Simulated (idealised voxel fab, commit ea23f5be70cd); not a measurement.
The name of this process module is voxel tone inversion.
FYI the section here is cut, 240 nm wide, cells are 5 nm squares.
A cross-section in this document is a grid of square cells, and it is written down as bands, the top band listed before the ones below it; a band is made up of one or more rows of cells.
This entry defines a band. It first specifies the height of the band's top and the height of its bottom in nm, and then specifies the band's materials from left to right, stating each material with its width in nm. The word "edge to edge" identifies a single material that fills the band from edge to edge, while the word "blank" identifies empty space.
Zero point of the height axis is 0; under it, received wafer = one material. Lowest band: continues down indefinitely, "0 -> down".
It should be noted that a width expressed as "30 to 40" varies in equal increments from row to row of cells within the band, taking the value of the first number at the top row and that of the second number at the bottom row.
Where a step carries "no modifications", the cross-section came out of it unchanged, cell for cell.
Closed cavities: empty space of 8 cells or more with no open way to the top, each as width x height at its distance from the left edge, in nm
On each step's line, the part that comes after the settings is the simulator's own comment on the step.
A step's line can hold "overlay nm"; with a mask on that step, the setting says how far right of the planned place the mask lay, while a negative setting says it lay to the left.

INTENDED PROCESS STEPS
1) RECEIVE (material Si)
2) CONFORMAL_DEP (material SiCN; thk nm 10)
3) DIRECTIONAL_DEP (material aC; thk nm 20)
4) PATTERN (tone cover; mask id POSTS; material resist; width nm 20; pitch nm 45; thk nm 25; overlay nm 0)
5) DIRECTIONAL_ETCH (etch materials aC; depth nm 20)
6) STRIP (etch materials resist)
7) FILL_DEP (material SiO2; thk nm 10)
8) CMP (height nm 30)
9) STRIP (etch materials aC)
10) CONFORMAL_DEP (material TiN; thk nm 5)
11) FILL_DEP (material Cu; thk nm 10)
12) CMP (height nm 20)
13) CONFORMAL_DEP (material SiCN; thk nm 5)
The wafers in this document start out alike and differ in the height nm applied at step 12; the plan shows the value used for the first wafer.

FIRST WAFER AS RECEIVED, AFTER STEP 1
  0 -> down = Si edge to edge
  Closed cavities: none

POST STEP 13, THE CLOSING STEP OF THE MODULE: FIRST OF SEVERAL WAFERS, CROSS-SECTIONED
  25 -> 20 = SiCN edge to edge
  20 -> 15 = SiO2: 85 | TiN: 5 | Cu: 10 | TiN: 5 | SiO2: 25 | TiN: 5 | Cu: 10 | TiN: 5 | SiO2: 90
  15 -> 10 = SiO2: 85 | TiN: 20 | SiO2: 25 | TiN: 20 | SiO2: 90
  10 -> 0 = SiCN edge to edge
  0 -> down = Si edge to edge
  Closed cavities: none

LAST WAFER AT THE END
  50 -> 45 = SiCN edge to edge
  45 -> 35 = Cu edge to edge
  35 -> 30 = TiN: 90 | Cu: 10 | TiN: 35 | Cu: 10 | TiN: 95
  30 -> 15 = SiO2: 85 | TiN: 5 | Cu: 10 | TiN: 5 | SiO2: 25 | TiN: 5 | Cu: 10 | TiN: 5 | SiO2: 90
  15 -> 10 = SiO2: 85 | TiN: 20 | SiO2: 25 | TiN: 20 | SiO2: 90
  10 -> 0 = SiCN edge to edge
  0 -> down = Si edge to edge
  Closed cavities: none

WAFER ROWS; END OF MODULE; CELLS PER MATERIAL SINCE RECEIPT: (+) GAINED, (-) LOST; THEN CLOSED VOIDS
height nm 20, +4 Cu, +144 SiCN, +80 SiO2, +12 TiN, Closed cavities: none
height nm 25, +8 Cu, +144 SiCN, +120 SiO2, +16 TiN, Closed cavities: none
height nm 30, +12 Cu, +144 SiCN, +160 SiO2, +20 TiN, Closed cavities: none
height nm 35, +16 Cu, +144 SiCN, +160 SiO2, +64 TiN, Closed cavities: none
height nm 40, +64 Cu, +144 SiCN, +160 SiO2, +64 TiN, Closed cavities: none
height nm 45, +112 Cu, +144 SiCN, +160 SiO2, +64 TiN, Closed cavities: none
